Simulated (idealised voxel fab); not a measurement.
You're looking at the process module voxel self aligned vias.
Cross-sectional view cut (width: 225 nm; square cell size: 5 nm).
Reading order for cross-sections: top band down to bottom band. Underlying form: a grid of square cells. Band size: one or more rows of cells. Basically the band line says how high the top is and how high the bottom is, in nm, and then what's in it from left to right, every material with its width in nm. Empty space shows up as "empty", and if a single material carries "all across" it runs the full band edge to edge. Heads up on the height convention: 0 is the point under which the incoming wafer is all one material, and the lowest band has no bottom, it just keeps going down, like "from 0 down". The notation "30 to 40" denotes a width that varies across the rows of cells in the band, beginning at the first number in the top row, finishing at the second number in the bottom row, and changing by an identical amount from each row to the next. The designation "no modification", where it is given for a processing step, indicates that no cell of the cross-section was altered in the course of that step. Each empty space that has no open way to the top and spans at least 8 cells appears under "Catalogued sealed voids" as width x height at distance, the distance counted from the left edge, all in nm. That trailing text on a step's line, after the settings, is the simulator's own remark on the step. overlay nm: mask offset rightward from planned place, masked step; negative means leftward offset.

**Process steps foreseen in the plan**
step 1: RECEIVE: material Si
step 2: CONFORMAL_DEP: material SiO2, thk nm 15
step 3: CONFORMAL_DEP: material SiCN, thk nm 5
step 4: DIRECTIONAL_DEP: material SiO2, thk nm 20
step 5: DIRECTIONAL_DEP: material aC, thk nm 15
step 6: PATTERN: tone open, mask id LINES, material resist, width nm 20, pitch nm 50, thk nm 35, overlay nm 0
step 7: DIRECTIONAL_ETCH: etch materials aC, depth nm 15
step 8: STRIP: etch materials resist
step 9: DIRECTIONAL_ETCH: etch materials SiO2, depth nm 20
step 10: STRIP: etch materials aC
step 11: CONFORMAL_DEP: material TiN, thk nm 5
step 12: FILL_DEP: material W, thk nm 5
step 13: CMP: height nm 40
step 14: SELECTIVE_ETCH: etch materials W Ru TiN, depth nm 5
step 15: FILL_DEP: material SiN, thk nm 5
step 16: CMP: height nm 40
step 17: DIRECTIONAL_DEP: material SiO2, thk nm 15
step 18: DIRECTIONAL_DEP: material aC, thk nm 15
step 19: PATTERN: tone open, mask id VIAS, material resist, width nm 30, pitch nm 50, thk nm 30, overlay nm 0
step 20: DIRECTIONAL_ETCH: etch materials aC, depth nm 15
step 21: STRIP: etch materials resist
step 22: DIRECTIONAL_ETCH: etch materials SiO2, depth nm 15
step 23: DIRECTIONAL_ETCH: etch materials SiN, depth nm 5
step 24: STRIP: etch materials aC
step 25: CONFORMAL_DEP: material TiN, thk nm 5
step 26: FILL_DEP: material Cu, thk nm 10
step 27: CMP: height nm 55
step 28: CONFORMAL_DEP: material SiCN, thk nm 5

**Wafer as received: cross-section following step 1**
* from 0 down  Si all across
* Catalogued sealed voids: none

**The first of the two wafers as seen in cross-section once the module was finished; processing followed the plan**
* from 60 to 55  SiCN all across
* from 55 to 45  SiO2: 70  TiN: 5  Cu: 20  TiN: 5  SiO2: 20  TiN: 5  Cu: 20  TiN: 5  SiO2: 75
* from 45 to 40  SiO2: 70  TiN: 10  Cu: 10  TiN: 10  SiO2: 20  TiN: 10  Cu: 10  TiN: 10  SiO2: 75
* from 40 to 35  SiO2: 75  TiN: 20  SiO2: 30  TiN: 20  SiO2: 80
* from 35 to 25  SiO2: 75  TiN: 5  W: 10  TiN: 5  SiO2: 30  TiN: 5  W: 10  TiN: 5  SiO2: 80
* from 25 to 20  SiO2: 75  TiN: 20  SiO2: 30  TiN: 20  SiO2: 80
* from 20 to 15  SiCN all across
* from 15 to 0  SiO2 all across
* from 0 down  Si all across
* Catalogued sealed voids: none

**Cross-section, wafer two of two, end of module: same start and plan as wafer one, one error in execution**
* from 60 to 55  SiCN all across
* from 55 to 45  SiO2: 75  TiN: 5  Cu: 20  TiN: 5  SiO2: 20  TiN: 5  Cu: 20  TiN: 5  SiO2: 70
* from 45 to 40  SiO2: 75  TiN: 5  Cu: 10  TiN: 15  SiO2: 20  TiN: 5  Cu: 10  TiN: 15  SiO2: 70
* from 40 to 35  SiO2: 75  TiN: 20  SiO2: 30  TiN: 20  SiO2: 80
* from 35 to 25  SiO2: 75  TiN: 5  W: 10  TiN: 5  SiO2: 30  TiN: 5  W: 10  TiN: 5  SiO2: 80
* from 25 to 20  SiO2: 75  TiN: 20  SiO2: 30  TiN: 20  SiO2: 80
* from 20 to 15  SiCN all across
* from 15 to 0  SiO2 all across
* from 0 down  Si all across
* Catalogued sealed voids: none
Heads up, the wafer didn't run the way we planned it: step 19 was processed under conditions differing from the plan, specifically as PATTERN: tone open, mask id VIAS, material resist, width nm 30, pitch nm 50, thk nm 30, overlay nm 5
At the end, the second wafer has the same number of cells of each material as the first, but those cells sit in other places.
